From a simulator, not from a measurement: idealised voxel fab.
process module | voxel ribs on slabs
cross-section cut | 195 nm wide | cells 5 nm
A cross-section is a grid of square cells, given in bands from the top down. A band is one or more rows of cells.
Each band's line starts with the height of the band's top and of its bottom, in nm. Then come its materials from left to right, each with its width in nm. One material with "throughout" fills the band from edge to edge. "air" is empty space.
Height 0 is the level under which the wafer as received is all one material. The lowest band goes on downwards, as in "0 down".
A width such as "30 to 40" changes by the same amount from each row of cells to the next, from the band's top row to its bottom row.
"no change" after a step means that no cell of the cross-section changed.
closed voids: empty space of 8 cells or more with no open way to the top, each as width x height at its distance from the left edge, in nm
after a step's settings: what the simulator itself notes on the step
overlay nm, on a step with a mask: how far to the right of its planned place the mask lay; to the left if negative
plan
1 op RECEIVE | material Si
2 op DIRECTIONAL_DEP | material SiO2 | thk nm 25
3 op DIRECTIONAL_DEP | material polySi | thk nm 20
4 op MASKED_ETCH | tone cover | mask id RIB | width nm 15 | etch materials polySi | depth nm 15 | overlay nm 0
5 op DIRECTIONAL_DEP | material aC | thk nm 15
6 op PATTERN | tone cover | mask id SLAB | material resist | width nm 65 | thk nm 35 | overlay nm 0
7 op DIRECTIONAL_ETCH | etch materials aC | depth nm 15
8 op STRIP | etch materials resist
9 op DIRECTIONAL_ETCH | etch materials polySi | depth nm 5
10 op STRIP | etch materials aC
11 op FILL_DEP | material SiO2 | thk nm 20
12 op CMP | height nm 55
13 op DIRECTIONAL_DEP | material TiN | thk nm 5
14 op PATTERN | tone cover | mask id HEATER | material resist | width nm 25 | thk nm 20 | overlay nm 0
15 op DIRECTIONAL_ETCH | etch materials TiN | depth nm 5
16 op STRIP | etch materials resist
17 op CONFORMAL_DEP | material SiN | thk nm 5
as received, after step 1
  0 down: Si throughout
  closed voids: none
first wafer at the end, as planned
  65 to 60: air 80 | SiN 35 | air 80
  60 to 55: SiN 85 | TiN 25 | SiN 85
  55 to 45: SiO2 throughout
  45 to 30: SiO2 90 | polySi 15 | SiO2 90
  30 to 25: SiO2 65 | polySi 65 | SiO2 65
  25 to 0: SiO2 throughout
  0 down: Si throughout
  closed voids: none
second wafer at the end: like start, like plan, one mistake
  65 to 60: air 80 | SiN 35 | air 80
  60 to 55: SiN 85 | TiN 25 | SiN 85
  55 to 45: SiO2 throughout
  45 to 30: SiO2 85 | polySi 15 | SiO2 95
  30 to 25: SiO2 65 | polySi 65 | SiO2 65
  25 to 0: SiO2 throughout
  0 down: Si throughout
  closed voids: none
what went wrong: step 4 ran as: op MASKED_ETCH | tone cover | mask id RIB | width nm 15 | etch materials polySi | depth nm 15 | overlay nm -5
at the end the second wafer has, in cells: as many of each material as the first, in other places
